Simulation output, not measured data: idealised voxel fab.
voxel capacitor over wiring: a process module
175 nm wide, 5 nm square cells: that's cross-section cut.
A cross-section is written here as square cells arranged in a grid, and it is given in bands from the top down, each band taking up one or more rows of cells. For a band, the entry starts with two heights in nm, that of the top and then that of the bottom, and carries on with the band's materials in order from left to right, each alongside its width in nm; the word "throughout" beside a single material means it fills the band edge to edge, and "blank" means empty space. Counting heights begins at 0, where everything beneath is, in the wafer as received, one material. The lowest band has no bottom; it goes on downwards, as "0 nm and below" shows. Width: "30->40" (first number = top row, second number = bottom row, same change from row to row of cells). Any step labelled "nothing altered" changed none of the cells in the cross-section. In "Fully sealed cavities" the enclosed voids are listed, meaning empty spaces of 8 cells or larger without any opening to the top. The form is width x height at distance, distance from the left edge, units nm. after a step's settings: what the simulator itself notes on the step. overlay nm: how far to the right of its planned place the mask lay on this masked step (negative: to the left).

Process steps - plan
1 RECEIVE,material Si
2 CONFORMAL_DEP,material SiO2,thk nm 15
3 DIRECTIONAL_DEP,material TiN,thk nm 5
4 DIRECTIONAL_DEP,material Ru,thk nm 20
5 PATTERN,tone cover,mask id METAL_1,material resist,width nm 20,pitch nm 70,thk nm 15,overlay nm 0
6 DIRECTIONAL_ETCH,etch materials Ru,depth nm 20
7 DIRECTIONAL_ETCH,etch materials TiN,depth nm 5
8 STRIP,etch materials resist
9 FILL_DEP,material lowk,thk nm 10
10 CMP,height nm 40
11 CONFORMAL_DEP,material SiCN,thk nm 5
12 DIRECTIONAL_DEP,material SiO2,thk nm 20
13 PATTERN,tone open,mask id PLUG_1,material resist,width nm 15,thk nm 20,overlay nm 0
14 DIRECTIONAL_ETCH,etch materials SiO2,depth nm 20
15 DIRECTIONAL_ETCH,etch materials SiCN,depth nm 5
16 STRIP,etch materials resist
17 CONFORMAL_DEP,material TiN,thk nm 5
18 FILL_DEP,material Ru,thk nm 10
19 CMP,height nm 65
20 DIRECTIONAL_DEP,material TiN,thk nm 5
21 DIRECTIONAL_DEP,material SiN,thk nm 5
22 DIRECTIONAL_DEP,material TiN,thk nm 5
23 PATTERN,tone cover,mask id UPPER_PLATE,material resist,width nm 55,thk nm 20,overlay nm 0
24 DIRECTIONAL_ETCH,etch materials TiN,depth nm 5
25 DIRECTIONAL_ETCH,etch materials SiN,depth nm 5
26 STRIP,etch materials resist
27 MASKED_ETCH,tone cover,mask id LOWER_PLATE,width nm 65,etch materials TiN,depth nm 5,overlay nm 0
28 FILL_DEP,material SiO2,thk nm 15
29 CMP,height nm 90
30 DIRECTIONAL_DEP,material aC,thk nm 10
31 PATTERN,tone open,mask id PLUG_2,material resist,width nm 15,thk nm 25,overlay nm 0
32 DIRECTIONAL_ETCH,etch materials aC,depth nm 10
33 STRIP,etch materials resist
34 DIRECTIONAL_ETCH,etch materials SiO2,depth nm 10
35 STRIP,etch materials aC
36 CONFORMAL_DEP,material TiN,thk nm 5
37 FILL_DEP,material W,thk nm 5
38 CMP,height nm 90
39 CONFORMAL_DEP,material SiCN,thk nm 5

The cross-section here shows the wafer as received, i.e. in its state after step 1
  0 nm and below | Si throughout
  Fully sealed cavities: none

First of two wafers: cross-section at end of module, run per plan
  95 nm to 90 nm | SiCN throughout
  90 nm to 85 nm | 55 SiO2  5 TiN  5 W  5 TiN  105 SiO2
  85 nm to 75 nm | 55->45 SiO2  15->55 TiN  105->75 SiO2
  75 nm to 70 nm | 45 SiO2  55 SiN  75 SiO2
  70 nm to 65 nm | 40 SiO2  65 TiN  70 SiO2
  65 nm to 45 nm | 45 SiO2  5 TiN  5 Ru  5 TiN  115 SiO2
  45 nm to 40 nm | 45 SiCN  15 TiN  115 SiCN
  40 nm to 20 nm | 40 lowk  20 Ru  50 lowk  20 Ru  45 lowk
  20 nm to 15 nm | 40 lowk  20 TiN  50 lowk  20 TiN  45 lowk
  15 nm to 0 nm | SiO2 throughout
  0 nm and below | Si throughout
  Fully sealed cavities: none

So this is wafer number two of the two, cut at the end of the module - it started where the first did and had the same plan, we just got one thing wrong running it
  95 nm to 90 nm | SiCN throughout
  90 nm to 85 nm | 55 SiO2  5 TiN  5 W  5 TiN  105 SiO2
  85 nm to 75 nm | 55->45 SiO2  15->55 TiN  105->75 SiO2
  75 nm to 70 nm | 45 SiO2  55 SiN  75 SiO2
  70 nm to 65 nm | 40 SiO2  65 TiN  70 SiO2
  65 nm to 60 nm | 45 SiCN  15 TiN  115 SiCN
  60 nm to 40 nm | SiO2 throughout
  40 nm to 20 nm | 40 lowk  20 Ru  50 lowk  20 Ru  45 lowk
  20 nm to 15 nm | 40 lowk  20 TiN  50 lowk  20 TiN  45 lowk
  15 nm to 0 nm | SiO2 throughout
  0 nm and below | Si throughout
  Fully sealed cavities: none
What was done differently from what was planned? steps 11 and 12 swapped
Counted in cells at the end, the second wafer holds more or fewer of these materials than the first: Ru: 4 fewer | SiO2: 12 more | TiN: 8 fewer
